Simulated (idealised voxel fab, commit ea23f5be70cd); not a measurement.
Documented hereafter: the process module known as voxel transistor to metal.
Pictured: cross-section cut, 215 nm wide, on a grid of 5 nm square cells.
Each cross-section below is a grid of square cells, stated as bands in top-down order, with one or more rows of cells making up each band. Look at the band entry: it leads with the top's height and the bottom's height in nm. Then it lists the materials left to right, with a width in nm for each. The word "everywhere" on a single material says that material fills the band edge to edge. The word "air" is empty space. Height reference: 0 = level under which incoming wafer is all one material. Lowest band: no bottom, runs on downward, e.g. "0 and below". A two-number width, for instance "30 to 40", indicates that the width is equal to the first number in the top row of the band and to the second number in the bottom row, and that it changes by a constant amount per row of cells. For the purposes of this document, the phrase "nothing got changed" attached to a step denotes that no cell within the cross-section was modified by that step. "Unvented voids" - sealed voids, min. 8 cells, no opening to top; format: width x height at distance (distance from left edge; nm throughout). Post-settings text on a step line: simulator's own remark regarding the step. If you see "overlay nm" on a step's line and that step has a mask, it's telling you how far right of where it was planned the mask ended up; a negative number means it went left instead.
Plan:
1: RECEIVE with material Si
2: OXIDIZE with depth nm 5
3: CONFORMAL_DEP with material SiN, thk nm 10
4: DIRECTIONAL_DEP with material aC, thk nm 15
5: PATTERN with tone cover, mask id ACTIVE, material resist, width nm 115, thk nm 35, overlay nm 0
6: DIRECTIONAL_ETCH with etch materials aC, depth nm 15
7: STRIP with etch materials resist
8: DIRECTIONAL_ETCH with etch materials SiN, depth nm 10
9: DIRECTIONAL_ETCH with etch materials SiO2, depth nm 5
10: DIRECTIONAL_ETCH with etch materials Si, depth nm 25
11: STRIP with etch materials aC
12: FILL_DEP with material SiO2, thk nm 15
13: CMP with height nm 10
14: SELECTIVE_ETCH with etch materials SiO2, depth nm 5
15: STRIP with etch materials SiN
16: SELECTIVE_ETCH with etch materials SiO2, depth nm 5
17: OXIDIZE with depth nm 5
18: DIRECTIONAL_DEP with material polySi, thk nm 20
19: DIRECTIONAL_DEP with material SiCN, thk nm 15
20: MASKED_ETCH with tone cover, mask id GATE, width nm 25, etch materials SiCN, depth nm 25, overlay nm 0
21: MASKED_ETCH with tone cover, mask id GATE, width nm 25, etch materials polySi, depth nm 30, overlay nm 0
22: CONFORMAL_DEP with material SiO2, thk nm 5
23: DIRECTIONAL_ETCH with etch materials SiO2, depth nm 5
24: CONFORMAL_DEP with material SiN, thk nm 5
25: DIRECTIONAL_ETCH with etch materials SiN, depth nm 5
26: DIRECTIONAL_ETCH with etch materials SiO2, depth nm 5
27: DIRECTIONAL_ETCH with etch materials Si, depth nm 15
28: EPI with material nSi, thk nm 15
29: FILL_DEP with material SiO2, thk nm 5
30: CMP with height nm 30
31: DIRECTIONAL_DEP with material SiO2, thk nm 15
32: PATTERN with tone open, mask id CONTACT, material resist, width nm 20, pitch nm 75, thk nm 15, overlay nm 0
33: DIRECTIONAL_ETCH with etch materials SiO2, depth nm 40
34: STRIP with etch materials resist
35: CONFORMAL_DEP with material TiN, thk nm 5
36: FILL_DEP with material Ru, thk nm 10
37: CMP with height nm 45
38: DIRECTIONAL_DEP with material TiN, thk nm 5
39: DIRECTIONAL_DEP with material Ru, thk nm 15
40: DIRECTIONAL_DEP with material aC, thk nm 10
41: PATTERN with tone cover, mask id METAL_1, material resist, width nm 20, pitch nm 75, thk nm 25, overlay nm 0
42: DIRECTIONAL_ETCH with etch materials aC, depth nm 10
43: STRIP with etch materials resist
44: DIRECTIONAL_ETCH with etch materials Ru, depth nm 15
45: DIRECTIONAL_ETCH with etch materials TiN, depth nm 5
46: STRIP with etch materials aC
47: FILL_DEP with material lowk, thk nm 10
48: CMP with height nm 65
49: CONFORMAL_DEP with material SiN, thk nm 5
First wafer of two (run as planned):
Incoming wafer in cross-section (state: after step 1):
	0 and below | Si everywhere
	Unvented voids: none
After step 2, in cross-section:
	0 down to -5 | SiO2 everywhere
	All layers under -5 are left as they were.
After step 3, in cross-section:
	10 down to 0 | SiN everywhere
	All layers under 0 are left as they were.
After step 4, in cross-section:
	25 down to 10 | aC everywhere
	All layers under 10 are left as they were.
After step 5, in cross-section:
	60 down to 25 | air 50 nm | resist 115 nm | air 50 nm
	All layers under 25 are left as they were.
After step 6, in cross-section:
	45 down to 25 | air 50 nm | resist 115 nm | air 50 nm
	25 down to 10 | air 50 nm | aC 115 nm | air 50 nm
	All layers under 10 are left as they were.
After step 7, in cross-section:
	25 down to 10 | air 50 nm | aC 115 nm | air 50 nm
	All layers under 10 are left as they were.
After step 8, in cross-section:
	25 down to 10 | air 50 nm | aC 115 nm | air 50 nm
	10 down to 0 | air 50 nm | SiN 115 nm | air 50 nm
	All layers under 0 are left as they were.
After step 9, in cross-section:
	25 down to 10 | air 50 nm | aC 115 nm | air 50 nm
	10 down to 0 | air 50 nm | SiN 115 nm | air 50 nm
	0 down to -5 | air 50 nm | SiO2 115 nm | air 50 nm
	All layers under -5 are left as they were.
After step 10, in cross-section:
	25 down to 10 | air 50 nm | aC 115 nm | air 50 nm
	10 down to 0 | air 50 nm | SiN 115 nm | air 50 nm
	0 down to -5 | air 50 nm | SiO2 115 nm | air 50 nm
	-5 down to -30 | air 50 nm | Si 115 nm | air 50 nm
	All layers under -30 are left as they were.
After step 11, in cross-section:
	10 down to 0 | air 50 nm | SiN 115 nm | air 50 nm
	All layers under 0 are left as they were.
After step 12, in cross-section:
	25 down to 10 | SiO2 everywhere
	10 down to 0 | SiO2 50 nm | SiN 115 nm | SiO2 50 nm
	0 down to -5 | SiO2 everywhere
	-5 down to -30 | SiO2 50 nm | Si 115 nm | SiO2 50 nm
	All layers under -30 are left as they were.
After step 13, in cross-section:
	10 down to 0 | SiO2 50 nm | SiN 115 nm | SiO2 50 nm
	All layers under 0 are left as they were.
After step 14, in cross-section:
	10 down to 5 | air 50 nm | SiN 115 nm | air 50 nm
	All layers under 5 are left as they were.
After step 15, in cross-section:
	5 down to 0 | SiO2 50 nm | air 115 nm | SiO2 50 nm
	All layers under 0 are left as they were.
After step 16, in cross-section:
	0 down to -5 | SiO2 45 nm | air 125 nm | SiO2 45 nm
	All layers under -5 are left as they were.
After step 17, in cross-section:
	0 down to -5 | SiO2 45 nm | air 125 nm | SiO2 45 nm
	-5 down to -10 | SiO2 everywhere
	All layers under -10 are left as they were.
After step 18, in cross-section:
	20 down to 15 | polySi 45 nm | air 125 nm | polySi 45 nm
	15 down to 0 | polySi everywhere
	0 down to -5 | SiO2 45 nm | polySi 125 nm | SiO2 45 nm
	All layers under -5 are left as they were.
After step 19, in cross-section:
	35 down to 30 | SiCN 45 nm | air 125 nm | SiCN 45 nm
	30 down to 20 | SiCN everywhere
	20 down to 15 | polySi 45 nm | SiCN 125 nm | polySi 45 nm
	All layers under 15 are left as they were.
After step 20, in cross-section:
	30 down to 20 | air 95 nm | SiCN 25 nm | air 95 nm
	20 down to 15 | polySi 45 nm | air 50 nm | SiCN 25 nm | air 50 nm | polySi 45 nm
	All layers under 15 are left as they were.
After step 21, in cross-section:
	30 down to 15 | air 95 nm | SiCN 25 nm | air 95 nm
	15 down to 0 | air 95 nm | polySi 25 nm | air 95 nm
	0 down to -5 | SiO2 45 nm | air 50 nm | polySi 25 nm | air 50 nm | SiO2 45 nm
	All layers under -5 are left as they were.
After step 22, in cross-section:
	35 down to 30 | air 90 nm | SiO2 35 nm | air 90 nm
	30 down to 15 | air 90 nm | SiO2 5 nm | SiCN 25 nm | SiO2 5 nm | air 90 nm
	15 down to 5 | air 90 nm | SiO2 5 nm | polySi 25 nm | SiO2 5 nm | air 90 nm
	5 down to 0 | SiO2 50 nm | air 40 nm | SiO2 5 nm | polySi 25 nm | SiO2 5 nm | air 40 nm | SiO2 50 nm
	0 down to -5 | SiO2 95 nm | polySi 25 nm | SiO2 95 nm
	All layers under -5 are left as they were.
After step 23, in cross-section:
	30 down to 15 | air 90 nm | SiO2 5 nm | SiCN 25 nm | SiO2 5 nm | air 90 nm
	15 down to 0 | air 90 nm | SiO2 5 nm | polySi 25 nm | SiO2 5 nm | air 90 nm
	0 down to -5 | SiO2 50 nm | air 40 nm | SiO2 5 nm | polySi 25 nm | SiO2 5 nm | air 40 nm | SiO2 50 nm
	All layers under -5 are left as they were.
After step 24, in cross-section:
	35 down to 30 | air 85 nm | SiN 45 nm | air 85 nm
	30 down to 15 | air 85 nm | SiN 5 nm | SiO2 5 nm | SiCN 25 nm | SiO2 5 nm | SiN 5 nm | air 85 nm
	15 down to 5 | air 85 nm | SiN 5 nm | SiO2 5 nm | polySi 25 nm | SiO2 5 nm | SiN 5 nm | air 85 nm
	5 down to 0 | SiN 55 nm | air 30 nm | SiN 5 nm | SiO2 5 nm | polySi 25 nm | SiO2 5 nm | SiN 5 nm | air 30 nm | SiN 55 nm
	0 down to -5 | SiO2 50 nm | SiN 40 nm | SiO2 5 nm | polySi 25 nm | SiO2 5 nm | SiN 40 nm | SiO2 50 nm
	All layers under -5 are left as they were.
After step 25, in cross-section:
	30 down to 15 | air 85 nm | SiN 5 nm | SiO2 5 nm | SiCN 25 nm | SiO2 5 nm | SiN 5 nm | air 85 nm
	15 down to 0 | air 85 nm | SiN 5 nm | SiO2 5 nm | polySi 25 nm | SiO2 5 nm | SiN 5 nm | air 85 nm
	0 down to -5 | SiO2 50 nm | SiN 5 nm | air 30 nm | SiN 5 nm | SiO2 5 nm | polySi 25 nm | SiO2 5 nm | SiN 5 nm | air 30 nm | SiN 5 nm | SiO2 50 nm
	All layers under -5 are left as they were.
After step 26, in cross-section:
	30 down to 25 | air 85 nm | SiN 5 nm | air 5 nm | SiCN 25 nm | air 5 nm | SiN 5 nm | air 85 nm
	25 down to 15 | air 85 nm | SiN 5 nm | SiO2 5 nm | SiCN 25 nm | SiO2 5 nm | SiN 5 nm | air 85 nm
	15 down to 0 | air 85 nm | SiN 5 nm | SiO2 5 nm | polySi 25 nm | SiO2 5 nm | SiN 5 nm | air 85 nm
	0 down to -5 | air 50 nm | SiN 5 nm | air 30 nm | SiN 5 nm | SiO2 5 nm | polySi 25 nm | SiO2 5 nm | SiN 5 nm | air 30 nm | SiN 5 nm | air 50 nm
	-5 down to -10 | SiO2 55 nm | air 30 nm | SiO2 45 nm | air 30 nm | SiO2 55 nm
	All layers under -10 are left as they were.
After step 27, in cross-section:
	30 down to 25 | air 85 nm | SiN 5 nm | air 5 nm | SiCN 25 nm | air 5 nm | SiN 5 nm | air 85 nm
	25 down to 15 | air 85 nm | SiN 5 nm | SiO2 5 nm | SiCN 25 nm | SiO2 5 nm | SiN 5 nm | air 85 nm
	15 down to 0 | air 85 nm | SiN 5 nm | SiO2 5 nm | polySi 25 nm | SiO2 5 nm | SiN 5 nm | air 85 nm
	0 down to -5 | air 50 nm | SiN 5 nm | air 30 nm | SiN 5 nm | SiO2 5 nm | polySi 25 nm | SiO2 5 nm | SiN 5 nm | air 30 nm | SiN 5 nm | air 50 nm
	-5 down to -10 | SiO2 55 nm | air 30 nm | SiO2 45 nm | air 30 nm | SiO2 55 nm
	-10 down to -25 | SiO2 50 nm | Si 5 nm | air 30 nm | Si 45 nm | air 30 nm | Si 5 nm | SiO2 50 nm
	All layers under -25 are left as they were.
After step 28, in cross-section:
	30 down to 25 | air 85 nm | SiN 5 nm | air 5 nm | SiCN 25 nm | air 5 nm | SiN 5 nm | air 85 nm
	25 down to 15 | air 85 nm | SiN 5 nm | SiO2 5 nm | SiCN 25 nm | SiO2 5 nm | SiN 5 nm | air 85 nm
	15 down to 5 | air 85 nm | SiN 5 nm | SiO2 5 nm | polySi 25 nm | SiO2 5 nm | SiN 5 nm | air 85 nm
	5 down to 0 | air 50 nm | nSi 35 nm | SiN 5 nm | SiO2 5 nm | polySi 25 nm | SiO2 5 nm | SiN 5 nm | nSi 35 nm | air 50 nm
	0 down to -5 | air 50 nm | SiN 5 nm | nSi 30 nm | SiN 5 nm | SiO2 5 nm | polySi 25 nm | SiO2 5 nm | SiN 5 nm | nSi 30 nm | SiN 5 nm | air 50 nm
	-5 down to -10 | SiO2 55 nm | nSi 30 nm | SiO2 45 nm | nSi 30 nm | SiO2 55 nm
	-10 down to -25 | SiO2 50 nm | Si 5 nm | nSi 30 nm | Si 45 nm | nSi 30 nm | Si 5 nm | SiO2 50 nm
	All layers under -25 are left as they were.
After step 29, in cross-section:
	35 down to 30 | SiO2 everywhere
	30 down to 15 | SiO2 85 nm | SiN 5 nm | SiO2 5 nm | SiCN 25 nm | SiO2 5 nm | SiN 5 nm | SiO2 85 nm
	15 down to 5 | SiO2 85 nm | SiN 5 nm | SiO2 5 nm | polySi 25 nm | SiO2 5 nm | SiN 5 nm | SiO2 85 nm
	5 down to 0 | SiO2 50 nm | nSi 35 nm | SiN 5 nm | SiO2 5 nm | polySi 25 nm | SiO2 5 nm | SiN 5 nm | nSi 35 nm | SiO2 50 nm
	0 down to -5 | SiO2 50 nm | SiN 5 nm | nSi 30 nm | SiN 5 nm | SiO2 5 nm | polySi 25 nm | SiO2 5 nm | SiN 5 nm | nSi 30 nm | SiN 5 nm | SiO2 50 nm
	All layers under -5 are left as they were.
After step 30, in cross-section:
	30 down to 15 | SiO2 85 nm | SiN 5 nm | SiO2 5 nm | SiCN 25 nm | SiO2 5 nm | SiN 5 nm | SiO2 85 nm
	All layers under 15 are left as they were.
After step 31, in cross-section:
	45 down to 30 | SiO2 everywhere
	All layers under 30 are left as they were.
After step 32, in cross-section:
	60 down to 45 | resist 60 nm | air 20 nm | resist 55 nm | air 20 nm | resist 60 nm
	All layers under 45 are left as they were.
After step 33, in cross-section:
	60 down to 45 | resist 60 nm | air 20 nm | resist 55 nm | air 20 nm | resist 60 nm
	45 down to 30 | SiO2 60 nm | air 20 nm | SiO2 55 nm | air 20 nm | SiO2 60 nm
	30 down to 15 | SiO2 60 nm | air 20 nm | SiO2 5 nm | SiN 5 nm | SiO2 5 nm | SiCN 25 nm | SiO2 5 nm | SiN 5 nm | SiO2 5 nm | air 20 nm | SiO2 60 nm
	15 down to 5 | SiO2 60 nm | air 20 nm | SiO2 5 nm | SiN 5 nm | SiO2 5 nm | polySi 25 nm | SiO2 5 nm | SiN 5 nm | SiO2 5 nm | air 20 nm | SiO2 60 nm
	All layers under 5 are left as they were.
After step 34, in cross-section:
	45 down to 30 | SiO2 60 nm | air 20 nm | SiO2 55 nm | air 20 nm | SiO2 60 nm
	All layers under 30 are left as they were.
After step 35, in cross-section:
	50 down to 45 | TiN 65 nm | air 10 nm | TiN 65 nm | air 10 nm | TiN 65 nm
	45 down to 30 | SiO2 60 nm | TiN 5 nm | air 10 nm | TiN 5 nm | SiO2 55 nm | TiN 5 nm | air 10 nm | TiN 5 nm | SiO2 60 nm
	30 down to 15 | SiO2 60 nm | TiN 5 nm | air 10 nm | TiN 5 nm | SiO2 5 nm | SiN 5 nm | SiO2 5 nm | SiCN 25 nm | SiO2 5 nm | SiN 5 nm | SiO2 5 nm | TiN 5 nm | air 10 nm | TiN 5 nm | SiO2 60 nm
	15 down to 10 | SiO2 60 nm | TiN 5 nm | air 10 nm | TiN 5 nm | SiO2 5 nm | SiN 5 nm | SiO2 5 nm | polySi 25 nm | SiO2 5 nm | SiN 5 nm | SiO2 5 nm | TiN 5 nm | air 10 nm | TiN 5 nm | SiO2 60 nm
	10 down to 5 | SiO2 60 nm | TiN 20 nm | SiO2 5 nm | SiN 5 nm | SiO2 5 nm | polySi 25 nm | SiO2 5 nm | SiN 5 nm | SiO2 5 nm | TiN 20 nm | SiO2 60 nm
	All layers under 5 are left as they were.
After step 36, in cross-section:
	60 down to 50 | Ru everywhere
	50 down to 45 | TiN 65 nm | Ru 10 nm | TiN 65 nm | Ru 10 nm | TiN 65 nm
	45 down to 30 | SiO2 60 nm | TiN 5 nm | Ru 10 nm | TiN 5 nm | SiO2 55 nm | TiN 5 nm | Ru 10 nm | TiN 5 nm | SiO2 60 nm
	30 down to 15 | SiO2 60 nm | TiN 5 nm | Ru 10 nm | TiN 5 nm | SiO2 5 nm | SiN 5 nm | SiO2 5 nm | SiCN 25 nm | SiO2 5 nm | SiN 5 nm | SiO2 5 nm | TiN 5 nm | Ru 10 nm | TiN 5 nm | SiO2 60 nm
	15 down to 10 | SiO2 60 nm | TiN 5 nm | Ru 10 nm | TiN 5 nm | SiO2 5 nm | SiN 5 nm | SiO2 5 nm | polySi 25 nm | SiO2 5 nm | SiN 5 nm | SiO2 5 nm | TiN 5 nm | Ru 10 nm | TiN 5 nm | SiO2 60 nm
	All layers under 10 are left as they were.
After step 37, in cross-section:
	45 down to 30 | SiO2 60 nm | TiN 5 nm | Ru 10 nm | TiN 5 nm | SiO2 55 nm | TiN 5 nm | Ru 10 nm | TiN 5 nm | SiO2 60 nm
	All layers under 30 are left as they were.
After step 38, in cross-section:
	50 down to 45 | TiN everywhere
	All layers under 45 are left as they were.
After step 39, in cross-section:
	65 down to 50 | Ru everywhere
	All layers under 50 are left as they were.
After step 40, in cross-section:
	75 down to 65 | aC everywhere
	All layers under 65 are left as they were.
After step 41, in cross-section:
	100 down to 75 | air 60 nm | resist 20 nm | air 55 nm | resist 20 nm | air 60 nm
	All layers under 75 are left as they were.
After step 42, in cross-section:
	90 down to 75 | air 60 nm | resist 20 nm | air 55 nm | resist 20 nm | air 60 nm
	75 down to 65 | air 60 nm | aC 20 nm | air 55 nm | aC 20 nm | air 60 nm
	All layers under 65 are left as they were.
After step 43, in cross-section:
	75 down to 65 | air 60 nm | aC 20 nm | air 55 nm | aC 20 nm | air 60 nm
	All layers under 65 are left as they were.
After step 44, in cross-section:
	75 down to 65 | air 60 nm | aC 20 nm | air 55 nm | aC 20 nm | air 60 nm
	65 down to 50 | air 60 nm | Ru 20 nm | air 55 nm | Ru 20 nm | air 60 nm
	All layers under 50 are left as they were.
After step 45, in cross-section:
	75 down to 65 | air 60 nm | aC 20 nm | air 55 nm | aC 20 nm | air 60 nm
	65 down to 50 | air 60 nm | Ru 20 nm | air 55 nm | Ru 20 nm | air 60 nm
	50 down to 45 | air 60 nm | TiN 20 nm | air 55 nm | TiN 20 nm | air 60 nm
	All layers under 45 are left as they were.
After step 46, in cross-section:
	65 down to 50 | air 60 nm | Ru 20 nm | air 55 nm | Ru 20 nm | air 60 nm
	All layers under 50 are left as they were.
After step 47, in cross-section:
	75 down to 65 | lowk everywhere
	65 down to 50 | lowk 60 nm | Ru 20 nm | lowk 55 nm | Ru 20 nm | lowk 60 nm
	50 down to 45 | lowk 60 nm | TiN 20 nm | lowk 55 nm | TiN 20 nm | lowk 60 nm
	All layers under 45 are left as they were.
After step 48, in cross-section:
	65 down to 50 | lowk 60 nm | Ru 20 nm | lowk 55 nm | Ru 20 nm | lowk 60 nm
	All layers under 50 are left as they were.
After step 49, in cross-section:
	70 down to 65 | SiN everywhere
	All layers under 65 are left as they were.
The remaining wafer, second of the two, started like the first and was run to the same plan, except that one mistake was made along the way; the two coincide through step 31, inclusive:
The second wafer in cross-section, at the planned close of step 32:
	60 down to 45 | resist 55 nm | air 30 nm | resist 45 nm | air 30 nm | resist 55 nm
	All layers under 45 are left as they were.
The second wafer in cross-section, at the planned close of step 33:
	60 down to 45 | resist 55 nm | air 30 nm | resist 45 nm | air 30 nm | resist 55 nm
	45 down to 30 | SiO2 55 nm | air 30 nm | SiO2 45 nm | air 30 nm | SiO2 55 nm
	30 down to 15 | SiO2 55 nm | air 30 nm | SiN 5 nm | SiO2 5 nm | SiCN 25 nm | SiO2 5 nm | SiN 5 nm | air 30 nm | SiO2 55 nm
	15 down to 5 | SiO2 55 nm | air 30 nm | SiN 5 nm | SiO2 5 nm | polySi 25 nm | SiO2 5 nm | SiN 5 nm | air 30 nm | SiO2 55 nm
	All layers under 5 are left as they were.
The second wafer in cross-section, at the planned close of step 34:
	45 down to 30 | SiO2 55 nm | air 30 nm | SiO2 45 nm | air 30 nm | SiO2 55 nm
	All layers under 30 are left as they were.
The second wafer in cross-section, at the planned close of step 35:
	50 down to 45 | TiN 60 nm | air 20 nm | TiN 55 nm | air 20 nm | TiN 60 nm
	45 down to 30 | SiO2 55 nm | TiN 5 nm | air 20 nm | TiN 5 nm | SiO2 45 nm | TiN 5 nm | air 20 nm | TiN 5 nm | SiO2 55 nm
	30 down to 15 | SiO2 55 nm | TiN 5 nm | air 20 nm | TiN 5 nm | SiN 5 nm | SiO2 5 nm | SiCN 25 nm | SiO2 5 nm | SiN 5 nm | TiN 5 nm | air 20 nm | TiN 5 nm | SiO2 55 nm
	15 down to 10 | SiO2 55 nm | TiN 5 nm | air 20 nm | TiN 5 nm | SiN 5 nm | SiO2 5 nm | polySi 25 nm | SiO2 5 nm | SiN 5 nm | TiN 5 nm | air 20 nm | TiN 5 nm | SiO2 55 nm
	10 down to 5 | SiO2 55 nm | TiN 30 nm | SiN 5 nm | SiO2 5 nm | polySi 25 nm | SiO2 5 nm | SiN 5 nm | TiN 30 nm | SiO2 55 nm
	All layers under 5 are left as they were.
The second wafer in cross-section, at the planned close of step 36:
	60 down to 50 | Ru everywhere
	50 down to 45 | TiN 60 nm | Ru 20 nm | TiN 55 nm | Ru 20 nm | TiN 60 nm
	45 down to 30 | SiO2 55 nm | TiN 5 nm | Ru 20 nm | TiN 5 nm | SiO2 45 nm | TiN 5 nm | Ru 20 nm | TiN 5 nm | SiO2 55 nm
	30 down to 15 | SiO2 55 nm | TiN 5 nm | Ru 20 nm | TiN 5 nm | SiN 5 nm | SiO2 5 nm | SiCN 25 nm | SiO2 5 nm | SiN 5 nm | TiN 5 nm | Ru 20 nm | TiN 5 nm | SiO2 55 nm
	15 down to 10 | SiO2 55 nm | TiN 5 nm | Ru 20 nm | TiN 5 nm | SiN 5 nm | SiO2 5 nm | polySi 25 nm | SiO2 5 nm | SiN 5 nm | TiN 5 nm | Ru 20 nm | TiN 5 nm | SiO2 55 nm
	All layers under 10 are left as they were.
The second wafer in cross-section, at the planned close of step 37:
	45 down to 30 | SiO2 55 nm | TiN 5 nm | Ru 20 nm | TiN 5 nm | SiO2 45 nm | TiN 5 nm | Ru 20 nm | TiN 5 nm | SiO2 55 nm
	All layers under 30 are left as they were.
The second wafer in cross-section, at the planned close of step 38:
	50 down to 45 | TiN everywhere
	All layers under 45 are left as they were.
The second wafer in cross-section, at the planned close of step 39:
	65 down to 50 | Ru everywhere
	All layers under 50 are left as they were.
The second wafer in cross-section, at the planned close of step 40:
	75 down to 65 | aC everywhere
	All layers under 65 are left as they were.
The second wafer in cross-section, at the planned close of step 41:
	100 down to 75 | air 60 nm | resist 20 nm | air 55 nm | resist 20 nm | air 60 nm
	All layers under 75 are left as they were.
The second wafer in cross-section, at the planned close of step 42:
	90 down to 75 | air 60 nm | resist 20 nm | air 55 nm | resist 20 nm | air 60 nm
	75 down to 65 | air 60 nm | aC 20 nm | air 55 nm | aC 20 nm | air 60 nm
	All layers under 65 are left as they were.
The second wafer in cross-section, at the planned close of step 43:
	75 down to 65 | air 60 nm | aC 20 nm | air 55 nm | aC 20 nm | air 60 nm
	All layers under 65 are left as they were.
The second wafer in cross-section, at the planned close of step 44:
	75 down to 65 | air 60 nm | aC 20 nm | air 55 nm | aC 20 nm | air 60 nm
	65 down to 50 | air 60 nm | Ru 20 nm | air 55 nm | Ru 20 nm | air 60 nm
	All layers under 50 are left as they were.
The second wafer in cross-section, at the planned close of step 45:
	75 down to 65 | air 60 nm | aC 20 nm | air 55 nm | aC 20 nm | air 60 nm
	65 down to 50 | air 60 nm | Ru 20 nm | air 55 nm | Ru 20 nm | air 60 nm
	50 down to 45 | air 60 nm | TiN 20 nm | air 55 nm | TiN 20 nm | air 60 nm
	All layers under 45 are left as they were.
The second wafer in cross-section, at the planned close of step 46:
	65 down to 50 | air 60 nm | Ru 20 nm | air 55 nm | Ru 20 nm | air 60 nm
	All layers under 50 are left as they were.
The second wafer in cross-section, at the planned close of step 47:
	75 down to 65 | lowk everywhere
	65 down to 50 | lowk 60 nm | Ru 20 nm | lowk 55 nm | Ru 20 nm | lowk 60 nm
	50 down to 45 | lowk 60 nm | TiN 20 nm | lowk 55 nm | TiN 20 nm | lowk 60 nm
	All layers under 45 are left as they were.
The second wafer in cross-section, at the planned close of step 48:
	65 down to 50 | lowk 60 nm | Ru 20 nm | lowk 55 nm | Ru 20 nm | lowk 60 nm
	All layers under 50 are left as they were.
The second wafer in cross-section, at the planned close of step 49:
	70 down to 65 | SiN everywhere
	All layers under 65 are left as they were.
The plan and the run diverged here: step 32 did not use the planned setting and instead ran as PATTERN with tone open, mask id CONTACT, material resist, width nm 30, pitch nm 75, thk nm 15, overlay nm 0
The closing comparison, in cells, has the second wafer with more or fewer of some materials than the first: 28 more of Ru, 32 fewer of SiO2, 4 more of TiN
